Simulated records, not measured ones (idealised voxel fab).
process module | voxel transistor to metal
cross-section cut | 285 nm wide | cells 5 nm
A cross-section is a grid of square cells, given in bands from the top down. A band is one or more rows of cells.
Each band's line starts with the height of the band's top and of its bottom, in nm. Then come its materials from left to right, each with its width in nm. One material with "throughout" fills the band from edge to edge. "air" is empty space.
Height 0 is the level under which the wafer as received is all one material. The lowest band goes on downwards, as in "0 down".
A width such as "30 to 40" changes by the same amount from each row of cells to the next, from the band's top row to its bottom row.
"no change" after a step means that no cell of the cross-section changed.
closed voids: empty space of 8 cells or more with no open way to the top, each as width x height at its distance from the left edge, in nm
after a step's settings: what the simulator itself notes on the step
overlay nm, on a step with a mask: how far to the right of its planned place the mask lay; to the left if negative
plan
1 op RECEIVE | material Si
2 op CONFORMAL_DEP | material SiO2 | thk nm 5
3 op CONFORMAL_DEP | material SiN | thk nm 15
4 op PATTERN | tone cover | mask id ACTIVE | material resist | width nm 110 | pitch nm 140 | thk nm 15 | overlay nm 0
5 op DIRECTIONAL_ETCH | etch materials SiN | depth nm 15
6 op DIRECTIONAL_ETCH | etch materials SiO2 | depth nm 5
7 op DIRECTIONAL_ETCH | etch materials Si | depth nm 25
8 op STRIP | etch materials resist
9 op FILL_DEP | material SiO2 | thk nm 15
10 op CMP | height nm 20
11 op SELECTIVE_ETCH | etch materials SiO2 | depth nm 10
12 op STRIP | etch materials SiN
13 op SELECTIVE_ETCH | etch materials SiO2 | depth nm 5
14 op OXIDIZE | depth nm 5
15 op DIRECTIONAL_DEP | material polySi | thk nm 20
16 op DIRECTIONAL_DEP | material SiCN | thk nm 15
17 op MASKED_ETCH | tone cover | mask id GATE | width nm 20 | pitch nm 140 | etch materials SiCN | depth nm 25 | overlay nm 0
18 op MASKED_ETCH | tone cover | mask id GATE | width nm 20 | pitch nm 140 | etch materials polySi | depth nm 30 | overlay nm 0
19 op CONFORMAL_DEP | material SiN | thk nm 10
20 op DIRECTIONAL_ETCH | etch materials SiN | depth nm 10
21 op DIRECTIONAL_ETCH | etch materials SiO2 | depth nm 5
22 op DIRECTIONAL_ETCH | etch materials Si | depth nm 5
23 op EPI | material nSi | thk nm 10
24 op FILL_DEP | material SiO2 | thk nm 5
25 op CMP | height nm 35
26 op DIRECTIONAL_DEP | material SiO2 | thk nm 15
27 op DIRECTIONAL_DEP | material aC | thk nm 15
28 op PATTERN | tone open | mask id CONTACT | material resist | width nm 20 | pitch nm 70 | thk nm 30 | overlay nm 0
29 op DIRECTIONAL_ETCH | etch materials aC | depth nm 15
30 op STRIP | etch materials resist
31 op DIRECTIONAL_ETCH | etch materials SiO2 | depth nm 50
32 op STRIP | etch materials aC
33 op CONFORMAL_DEP | material TiN | thk nm 5
34 op FILL_DEP | material Ru | thk nm 5
35 op CMP | height nm 50
36 op DIRECTIONAL_DEP | material TiN | thk nm 5
37 op DIRECTIONAL_DEP | material W | thk nm 25
38 op PATTERN | tone cover | mask id METAL_1 | material resist | width nm 20 | pitch nm 70 | thk nm 20 | overlay nm 0
39 op DIRECTIONAL_ETCH | etch materials W | depth nm 25
40 op DIRECTIONAL_ETCH | etch materials TiN | depth nm 5
41 op STRIP | etch materials resist
42 op CONFORMAL_DEP | material SiN | thk nm 5
43 op FILL_DEP | material lowk | thk nm 5
44 op CMP | height nm 80
45 op CONFORMAL_DEP | material SiCN | thk nm 5
as received, after step 1
  0 down: Si throughout
  closed voids: none
a wafer at the end: this start, this plan, one mistake
  85 to 80: SiCN throughout
  80 to 55: lowk 20 | SiN 5 | W 20 | SiN 5 | lowk 40 | SiN 5 | W 20 | SiN 5 | lowk 40 | SiN 5 | W 20 | SiN 5 | lowk 40 | SiN 5 | W 20 | SiN 5 | lowk 25
  55 to 50: SiN 25 | TiN 20 | SiN 50 | TiN 20 | SiN 50 | TiN 20 | SiN 50 | TiN 20 | SiN 30
  50 to 35: SiO2 25 | TiN 5 | Ru 10 | TiN 5 | SiO2 50 | TiN 5 | Ru 10 | TiN 5 | SiO2 50 | TiN 5 | Ru 10 | TiN 5 | SiO2 50 | TiN 5 | Ru 10 | TiN 5 | SiO2 30
  35 to 25: SiO2 25 | TiN 5 | Ru 10 | TiN 5 | SiO2 5 | SiN 10 | polySi 20 | SiN 10 | SiO2 5 | TiN 5 | Ru 10 | TiN 5 | SiO2 50 | TiN 5 | Ru 10 | TiN 5 | SiO2 5 | SiN 10 | polySi 20 | SiN 10 | SiO2 5 | TiN 5 | Ru 10 | TiN 5 | SiO2 30
  25 to 20: SiO2 25 | TiN 20 | SiO2 5 | SiN 10 | polySi 20 | SiN 10 | SiO2 5 | TiN 20 | SiO2 50 | TiN 20 | SiO2 5 | SiN 10 | polySi 20 | SiN 10 | SiO2 5 | TiN 20 | SiO2 30
  20 to 5: SiO2 15 | SiN 110 | SiO2 30 | SiN 110 | SiO2 20
  5 to 0: SiO2 throughout
  0 to -25: SiO2 15 | Si 110 | SiO2 30 | Si 110 | SiO2 20
  -25 down: Si throughout
  closed voids: none
what went wrong: step 10 was left out
